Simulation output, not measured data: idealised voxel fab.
Name of the process module below: voxel spacer lines
Cross-sectional view cut (width: 265 nm; square cell size: 5 nm).
Just so we're on the same page, the cross-sections are grids of square cells, and they're listed out in bands top to bottom, each band one or more rows deep. Band entry format. Leading values: height of top, height of bottom, nm. Remainder: materials in left-to-right order, each with its width in nm. Special words: "everywhere" on a single material, which then fills the band edge to edge; "air", empty space. Heads up on the height convention: 0 is the point under which the incoming wafer is all one material, and the lowest band has no bottom, it just keeps going down, like "0 nm and below". A two-number width, for instance "30 to 40", indicates that the width is equal to the first number in the top row of the band and to the second number in the bottom row, and that it changes by a constant amount per row of cells. The cross-section has no changed cell in any step marked "remains unaltered". The entry titled "Voids, fully enclosed" provides the empty spaces that have no open way to the top, restricted to those of 8 cells or more. Each is presented as width x height at distance, the distance being measured from the left edge, with all three in nm. Where a step's line continues beyond its settings, the continuation is a remark by the simulator itself on that step. "overlay nm" on a masked step: distance the mask lay right of its planned place, negative for left.
**Here's what the planned process steps look like**
- 1: RECEIVE | material Si
- 2: CONFORMAL_DEP | material Al2O3 | thk nm 10
- 3: DIRECTIONAL_DEP | material SiN | thk nm 10
- 4: DIRECTIONAL_DEP | material aC | thk nm 30
- 5: PATTERN | tone cover | mask id MANDREL | material resist | width nm 15 | pitch nm 80 | thk nm 35 | overlay nm 0
- 6: DIRECTIONAL_ETCH | etch materials aC | depth nm 30
- 7: STRIP | etch materials resist
- 8: CONFORMAL_DEP | material SiO2 | thk nm 15
- 9: DIRECTIONAL_ETCH | etch materials SiO2 | depth nm 15
- 10: STRIP | etch materials aC
- 11: DIRECTIONAL_ETCH | etch materials SiN | depth nm 10
- 12: STRIP | etch materials SiO2
- 13: FILL_DEP | material lowk | thk nm 10
- 14: CMP | height nm 20
Wafer-to-wafer difference: width nm, step 5. Common start. Plan = first wafer's value.
**First of several wafers, received after step 1, in cross-section**
	0 nm and below | Si everywhere
	Voids, fully enclosed: none
**The first of several wafers, seen in cross-section after the module's last step, step 14**
	20 nm to 10 nm | lowk: 30, then SiN: 15, then lowk: 15, then SiN: 15, then lowk: 35, then SiN: 15, then lowk: 15, then SiN: 15, then lowk: 35, then SiN: 15, then lowk: 15, then SiN: 15, then lowk: 30
	10 nm to 0 nm | Al2O3 everywhere
	0 nm and below | Si everywhere
	Voids, fully enclosed: none
**End of module: cross-section, last of several wafers**
	20 nm to 10 nm | lowk: 20, then SiN: 15, then lowk: 40, then SiN: 15, then lowk: 10, then SiN: 15, then lowk: 40, then SiN: 15, then lowk: 10, then SiN: 15, then lowk: 40, then SiN: 15, then lowk: 15
	10 nm to 0 nm | Al2O3 everywhere
	0 nm and below | Si everywhere
	Voids, fully enclosed: none
**wafer rows; end of module; cells per material since receipt: (+) gained, (-) lost; then closed voids**
width nm 15, +106 Al2O3, +36 SiN, +70 lowk, Voids, fully enclosed: none
width nm 20, +106 Al2O3, +36 SiN, +70 lowk, Voids, fully enclosed: none
width nm 25, +106 Al2O3, +36 SiN, +70 lowk, Voids, fully enclosed: none
width nm 30, +106 Al2O3, +36 SiN, +70 lowk, Voids, fully enclosed: none
width nm 35, +106 Al2O3, +36 SiN, +70 lowk, Voids, fully enclosed: none
width nm 40, +106 Al2O3, +36 SiN, +70 lowk, Voids, fully enclosed: none
